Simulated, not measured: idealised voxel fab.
This section sets out a process module, namely voxel released beams.
The width of the displayed cross-section, cut, is 235 nm; its cells are square, with a size of 5 nm.
In what follows, cross-sections appear as grids of square cells, described through bands that run from the top down, where every band is one or more rows of cells. For a band, the entry starts with two heights in nm, that of the top and then that of the bottom, and carries on with the band's materials in order from left to right, each alongside its width in nm; the word "all across" beside a single material means it fills the band edge to edge, and "blank" means empty space. Heights are measured from 0, the level below which the as-received wafer is all one material; the lowest band has no bottom and continues downward, written as in "top 0, no bottom". Think of "30..40" as a width that walks from the first number to the second as you go down the band, top row to bottom row, taking equal-sized steps from row to row. For the purposes of this document, the phrase "nothing was modified" attached to a step denotes that no cell within the cross-section was modified by that step. "Voids, enclosed": sealed empty spaces, 8 cells or more, no open way to top, listed width x height at distance, with distance from the left edge and width, height and distance in nm. Note: text after step settings on the step line = simulator remark on that step. You can add "overlay nm" to a step's line. For a step with a mask, it describes how far the mask lay to the right of its planned position, and a negative number describes a lay to the left.
Process steps (planned)
step 1: RECEIVE (material Si)
step 2: CONFORMAL_DEP (material Al2O3; thk nm 5)
step 3: DIRECTIONAL_DEP (material SiO2; thk nm 10)
step 4: DIRECTIONAL_DEP (material aC; thk nm 10)
step 5: PATTERN (tone open; mask id ANCHOR; material resist; width nm 35; thk nm 30; overlay nm 0)
step 6: DIRECTIONAL_ETCH (etch materials aC; depth nm 10)
step 7: STRIP (etch materials resist)
step 8: DIRECTIONAL_ETCH (etch materials SiO2; depth nm 10)
step 9: STRIP (etch materials aC)
step 10: CONFORMAL_DEP (material SiN; thk nm 15)
step 11: PATTERN (tone cover; mask id BEAM; material resist; width nm 120; thk nm 15; overlay nm 0)
step 12: DIRECTIONAL_ETCH (etch materials SiN; depth nm 15)
step 13: STRIP (etch materials resist)
step 14: STRIP (etch materials SiO2)
Here's what the wafer looked like in cross-section when it arrived - that's after step 1
> top 0, no bottom | Si all across
> Voids, enclosed: none
Run as planned - first of the two wafers cross-sectioned at the end of the module
> top 30, bottom 20 | blank=55, then SiN=20, then blank=5, then SiN=95, then blank=60
> top 20, bottom 15 | blank=55, then SiN=120, then blank=60
> top 15, bottom 5 | blank=60, then SiN=35, then blank=140
> top 5, bottom 0 | Al2O3 all across
> top 0, no bottom | Si all across
> Voids, enclosed: none
Second wafer of the two, sectioned at the end of the module. It began like the first and followed the same plan, but one mistake was made while running it
> top 30, bottom 20 | blank=55, then SiN=55, then blank=125
> top 20, bottom 15 | blank=55, then SiN=120, then blank=60
> top 15, bottom 5 | blank=45, then SiN=15, then SiO2=35, then SiN=80, then blank=60
> top 5, bottom 0 | Al2O3 all across
> top 0, no bottom | Si all across
> Voids, enclosed: none
What went wrong in running the wafer? step 5 ran differently from the plan; actual operation with settings: PATTERN (tone cover; mask id ANCHOR; material resist; width nm 35; thk nm 30; overlay nm 0)
The closing comparison, in cells, has the second wafer with more or fewer of some materials than the first: SiO2 +14
